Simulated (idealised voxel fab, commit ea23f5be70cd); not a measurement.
Process module, titled voxel gate over fins
The width of the displayed cross-section, cut, is 195 nm; its cells are square, with a size of 5 nm.
Format of a cross-section: grid, square cells. Given as bands. Order: top down. Band: one or more rows of cells. Heights first: top, then bottom, in nm. Then materials, left to right, each with a width in nm. "all across" on a single material: fills the band edge to edge. "empty": empty space. The reference from which all heights are counted is 0, the level beneath which the as-received wafer is entirely one material; the lowest band, having no lower bound, proceeds downward and is written after the example "0 -> down". Note: "30 to 40" means the width goes from the first number (top row of the band) to the second number (bottom row) in equal steps per row of cells. No cell of the cross-section changed in a step that is given as "nothing different". The entry titled "Fully sealed cavities" provides the empty spaces that have no open way to the top, restricted to those of 8 cells or more. Each is presented as width x height at distance, the distance being measured from the left edge, with all three in nm. Anything after a step's settings on that line? It's the simulator's own note about the step. You can add "overlay nm" to a step's line. For a step with a mask, it describes how far the mask lay to the right of its planned position, and a negative number describes a lay to the left. If you're wondering how to read the rest of this, here's the deal. It's pairs of cross-sections: one from before a process step, one from after it. The after one is only drawn as far down as the lowest band that changed. Right under each pair you'll see which step sits between them and what its settings were. Don't read the pairs as one continuous story, though. They can come from different runs of this module on the same starting wafer, and a pair only carries on from the one above it where its entry headed "Pre-step geometry" says so.
[Pre-step geometry]
10 -> 5 = empty=65 / TiN=25 / empty=15 / TiN=25 / empty=65
5 -> 0 = empty=65 / TiN=5 / HfO2=15 / TiN=5 / empty=15 / TiN=5 / HfO2=15 / TiN=5 / empty=65
0 -> -5 = empty=65 / TiN=5 / HfO2=5 / Si=5 / HfO2=5 / TiN=5 / empty=15 / TiN=5 / HfO2=5 / Si=5 / HfO2=5 / TiN=5 / empty=65
-5 -> -10 = TiN=70 / HfO2=5 / Si=5 / HfO2=5 / TiN=25 / HfO2=5 / Si=5 / HfO2=5 / TiN=70
-10 -> -15 = HfO2=75 / Si=5 / HfO2=35 / Si=5 / HfO2=75
-15 -> -40 = SiO2=75 / Si=5 / SiO2=35 / Si=5 / SiO2=75
-40 -> down = Si all across
Fully sealed cavities: none
[Step Result]
25 -> 10 = HfO2 all across
10 -> 5 = HfO2=65 / TiN=25 / HfO2=15 / TiN=25 / HfO2=65
5 -> 0 = HfO2=65 / TiN=5 / HfO2=15 / TiN=5 / HfO2=15 / TiN=5 / HfO2=15 / TiN=5 / HfO2=65
0 -> -5 = HfO2=65 / TiN=5 / HfO2=5 / Si=5 / HfO2=5 / TiN=5 / HfO2=15 / TiN=5 / HfO2=5 / Si=5 / HfO2=5 / TiN=5 / HfO2=65
Below -5, no change.
Fully sealed cavities: none
What was done to get from the upper cross-section to the lower one? FILL_DEP,material HfO2,thk nm 15
Pre-step geometry: look at the pair above, its after cross-section is where this step starts.
[Step Result]
20 -> 10 = HfO2 all across
Below 10, no change.
Fully sealed cavities: none
What was done to get from the upper cross-section to the lower one? CMP,height nm 20
Pre-step geometry: look at the pair above, its after cross-section is where this step starts.
[Step Result]
30 -> 20 = SiCN all across
Below 20, no change.
Fully sealed cavities: none
What was done to get from the upper cross-section to the lower one? CONFORMAL_DEP,material SiCN,thk nm 10
[Pre-step geometry]
5 -> 0 = SiN all across
0 -> down = Si all across
Fully sealed cavities: none
[Step Result]
25 -> 5 = resist=70 / empty=15 / resist=25 / empty=15 / resist=70
Below 5, no change.
Fully sealed cavities: none
What was done to get from the upper cross-section to the lower one? PATTERN,tone open,mask id FINS,material resist,width nm 15,pitch nm 40,thk nm 20,overlay nm 0
Pre-step geometry: look at the pair above, its after cross-section is where this step starts.
[Step Result]
25 -> 5 = resist=70 / empty=15 / resist=25 / empty=15 / resist=70
5 -> 0 = SiN=70 / empty=15 / SiN=25 / empty=15 / SiN=70
Below 0, no change.
Fully sealed cavities: none
What was done to get from the upper cross-section to the lower one? DIRECTIONAL_ETCH,etch materials SiN,depth nm 5
Pre-step geometry: look at the pair above, its after cross-section is where this step starts.
[Step Result]
25 -> 5 = resist=70 / empty=15 / resist=25 / empty=15 / resist=70
5 -> 0 = SiN=70 / empty=15 / SiN=25 / empty=15 / SiN=70
0 -> -35 = Si=70 / empty=15 / Si=25 / empty=15 / Si=70
Below -35, no change.
Fully sealed cavities: none
What was done to get from the upper cross-section to the lower one? DIRECTIONAL_ETCH,etch materials Si,depth nm 35
Pre-step geometry: look at the pair above, its after cross-section is where this step starts.
[Step Result]
5 -> 0 = SiN=70 / empty=15 / SiN=25 / empty=15 / SiN=70
Below 0, no change.
Fully sealed cavities: none
What was done to get from the upper cross-section to the lower one? STRIP,etch materials resist
Pre-step geometry: look at the pair above, its after cross-section is where this step starts.
[Step Result]
5 -> 0 = SiN=70 / empty=15 / SiN=25 / empty=15 / SiN=70
0 -> -35 = Si=65 / SiO2=5 / empty=15 / SiO2=5 / Si=15 / SiO2=5 / empty=15 / SiO2=5 / Si=65
-35 -> -40 = Si=65 / SiO2=25 / Si=15 / SiO2=25 / Si=65
Below -40, no change.
Fully sealed cavities: none
What was done to get from the upper cross-section to the lower one? OXIDIZE,depth nm 5
Pre-step geometry: look at the pair above, its after cross-section is where this step starts.
[Step Result]
20 -> 5 = SiO2 all across
5 -> 0 = SiN=70 / SiO2=15 / SiN=25 / SiO2=15 / SiN=70
0 -> -40 = Si=65 / SiO2=25 / Si=15 / SiO2=25 / Si=65
Below -40, no change.
Fully sealed cavities: none
What was done to get from the upper cross-section to the lower one? FILL_DEP,material SiO2,thk nm 15
Pre-step geometry: look at the pair above, its after cross-section is where this step starts.
[Step Result]
5 -> 0 = SiN=70 / SiO2=15 / SiN=25 / SiO2=15 / SiN=70
Below 0, no change.
Fully sealed cavities: none
What was done to get from the upper cross-section to the lower one? CMP,height nm 5
Pre-step geometry: look at the pair above, its after cross-section is where this step starts.
[Step Result]
5 -> 0 = SiN=70 / empty=15 / SiN=25 / empty=15 / SiN=70
0 -> -15 = Si=65 / empty=25 / Si=15 / empty=25 / Si=65
Below -15, no change.
Fully sealed cavities: none
What was done to get from the upper cross-section to the lower one? SELECTIVE_ETCH,etch materials SiO2,depth nm 20
Pre-step geometry: look at the pair above, its after cross-section is where this step starts.
[Step Result]
0 -> -15 = Si=65 / empty=25 / Si=15 / empty=25 / Si=65
Below -15, no change.
Fully sealed cavities: none
What was done to get from the upper cross-section to the lower one? STRIP,etch materials SiN
Pre-step geometry: look at the pair above, its after cross-section is where this step starts.
[Step Result]
5 -> 0 = HfO2=70 / empty=15 / HfO2=25 / empty=15 / HfO2=70
0 -> -10 = Si=65 / HfO2=5 / empty=15 / HfO2=5 / Si=15 / HfO2=5 / empty=15 / HfO2=5 / Si=65
-10 -> -15 = Si=65 / HfO2=25 / Si=15 / HfO2=25 / Si=65
Below -15, no change.
Fully sealed cavities: none
What was done to get from the upper cross-section to the lower one? CONFORMAL_DEP,material HfO2,thk nm 5
Pre-step geometry: look at the pair above, its after cross-section is where this step starts.
[Step Result]
10 -> 5 = TiN=75 / empty=5 / TiN=35 / empty=5 / TiN=75
5 -> 0 = HfO2=70 / TiN=5 / empty=5 / TiN=5 / HfO2=25 / TiN=5 / empty=5 / TiN=5 / HfO2=70
0 -> -5 = Si=65 / HfO2=5 / TiN=5 / empty=5 / TiN=5 / HfO2=5 / Si=15 / HfO2=5 / TiN=5 / empty=5 / TiN=5 / HfO2=5 / Si=65
-5 -> -10 = Si=65 / HfO2=5 / TiN=15 / HfO2=5 / Si=15 / HfO2=5 / TiN=15 / HfO2=5 / Si=65
Below -10, no change.
Fully sealed cavities: none
What was done to get from the upper cross-section to the lower one? CONFORMAL_DEP,material TiN,thk nm 5
Pre-step geometry: look at the pair above, its after cross-section is where this step starts.
[Step Result]
25 -> 10 = W all across
10 -> 5 = TiN=75 / W=5 / TiN=35 / W=5 / TiN=75
5 -> 0 = HfO2=70 / TiN=5 / W=5 / TiN=5 / HfO2=25 / TiN=5 / W=5 / TiN=5 / HfO2=70
0 -> -5 = Si=65 / HfO2=5 / TiN=5 / W=5 / TiN=5 / HfO2=5 / Si=15 / HfO2=5 / TiN=5 / W=5 / TiN=5 / HfO2=5 / Si=65
Below -5, no change.
Fully sealed cavities: none
What was done to get from the upper cross-section to the lower one? FILL_DEP,material W,thk nm 15
Pre-step geometry: look at the pair above, its after cross-section is where this step starts.
[Step Result]
20 -> 10 = W all across
Below 10, no change.
Fully sealed cavities: none
What was done to get from the upper cross-section to the lower one? CMP,height nm 20
Pre-step geometry: look at the pair above, its after cross-section is where this step starts.
[Step Result]
30 -> 20 = SiCN all across
Below 20, no change.
Fully sealed cavities: none
What was done to get from the upper cross-section to the lower one? CONFORMAL_DEP,material SiCN,thk nm 10
